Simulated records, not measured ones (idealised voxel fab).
Process module, titled voxel self aligned contacts
Displayed cross-section: cut, width of 290 nm, square cells sized 5 nm.
Reading order for cross-sections: top band down to bottom band. Underlying form: a grid of square cells. Band size: one or more rows of cells. First you get the band's top height and its bottom height, in nm, and then the materials it's made of, left to right, with each width in nm. If you see a single material with "edge to edge", that one covers the band edge to edge. "air" is empty space. Where do heights start? At 0: under that level the wafer as delivered is made of one material only. And the lowest band has no floor; it just carries on downward, as in "0 down". So if you see something like "30..40" for the width, read it as the top row of the band sitting at the first number and the bottom row at the second, with every row in between moving by the same amount as the last. The designation "no change occurred", where it is given for a processing step, indicates that no cell of the cross-section was altered in the course of that step. Each empty space that has no open way to the top and spans at least 8 cells appears under "Enclosed cavities" as width x height at distance, the distance counted from the left edge, all in nm. If you see something after the settings on a step's line, that's the simulator's own remark about that step. You can add "overlay nm" to a step's line. For a step with a mask, it describes how far the mask lay to the right of its planned position, and a negative number describes a lay to the left.
## Below is the list of planned process steps
1: RECEIVE [material Si]
2: CONFORMAL_DEP [material SiO2] [thk nm 5]
3: DIRECTIONAL_DEP [material polySi] [thk nm 25]
4: DIRECTIONAL_DEP [material SiN] [thk nm 20]
5: DIRECTIONAL_DEP [material aC] [thk nm 10]
6: PATTERN [tone cover] [mask id GATE] [material resist] [width nm 35] [pitch nm 80] [thk nm 25] [overlay nm 0]
7: DIRECTIONAL_ETCH [etch materials aC] [depth nm 10]
8: STRIP [etch materials resist]
9: DIRECTIONAL_ETCH [etch materials SiN] [depth nm 20]
10: DIRECTIONAL_ETCH [etch materials polySi] [depth nm 25]
11: STRIP [etch materials aC]
12: CONFORMAL_DEP [material SiN] [thk nm 10]
13: DIRECTIONAL_ETCH [etch materials SiN] [depth nm 10]
14: FILL_DEP [material SiO2] [thk nm 15]
15: CMP [height nm 55]
16: MASKED_ETCH [tone open] [mask id CONTACT] [width nm 65] [pitch nm 80] [etch materials SiO2] [depth nm 55] [overlay nm 0]
17: CONFORMAL_DEP [material TiN] [thk nm 5]
18: FILL_DEP [material W] [thk nm 5]
19: CMP [height nm 55]
20: CONFORMAL_DEP [material SiN] [thk nm 5]
## Cross-section, incoming material, after step 1
* 0 down = Si edge to edge
* Enclosed cavities: none
## Cross-sectional view of the first of the two wafers upon completion of the module, processed in accordance with the plan
* 60 to 55 = SiN edge to edge
* 55 to 50 = SiO2 70 nm; TiN 25 nm; W 15 nm; TiN 25 nm; SiO2 15 nm; TiN 25 nm; W 15 nm; TiN 25 nm; SiO2 75 nm
* 50 to 30 = SiO2 35 nm; SiN 55 nm; TiN 5 nm; W 15 nm; TiN 5 nm; SiN 55 nm; TiN 5 nm; W 15 nm; TiN 5 nm; SiN 55 nm; SiO2 40 nm
* 30 to 5 = SiO2 35 nm; SiN 10 nm; polySi 35 nm; SiN 10 nm; TiN 5 nm; W 15 nm; TiN 5 nm; SiN 10 nm; polySi 35 nm; SiN 10 nm; TiN 5 nm; W 15 nm; TiN 5 nm; SiN 10 nm; polySi 35 nm; SiN 10 nm; SiO2 40 nm
* 5 to 0 = SiO2 90 nm; TiN 25 nm; SiO2 55 nm; TiN 25 nm; SiO2 95 nm
* 0 down = Si edge to edge
* Enclosed cavities: none
## Cross-section, second wafer: same start as the first, same plan as the first, one mistake in running it; taken at the end of the module
* 60 to 55 = SiN edge to edge
* 55 to 50 = SiO2 70 nm; TiN 25 nm; W 20 nm; TiN 20 nm; SiO2 15 nm; TiN 25 nm; W 20 nm; TiN 20 nm; SiO2 75 nm
* 50 to 30 = SiO2 40 nm; SiN 50 nm; TiN 5 nm; W 20 nm; TiN 5 nm; SiN 50 nm; TiN 5 nm; W 20 nm; TiN 5 nm; SiN 50 nm; SiO2 40 nm
* 30 to 5 = SiO2 40 nm; SiN 10 nm; polySi 30 nm; SiN 10 nm; TiN 5 nm; W 20 nm; TiN 5 nm; SiN 10 nm; polySi 30 nm; SiN 10 nm; TiN 5 nm; W 20 nm; TiN 5 nm; SiN 10 nm; polySi 30 nm; SiN 10 nm; SiO2 40 nm
* 5 to 0 = SiO2 90 nm; TiN 30 nm; SiO2 50 nm; TiN 30 nm; SiO2 90 nm
* 0 down = Si edge to edge
* Enclosed cavities: none
Plan not followed: step 6: run off-plan, actual operation and settings PATTERN [tone cover] [mask id GATE] [material resist] [width nm 30] [pitch nm 80] [thk nm 25] [overlay nm 0]
Once processing is complete, comparing cell counts shows that the second wafer has more or fewer of certain materials than the first: -12 SiN; +7 SiO2; +20 W; -15 polySi
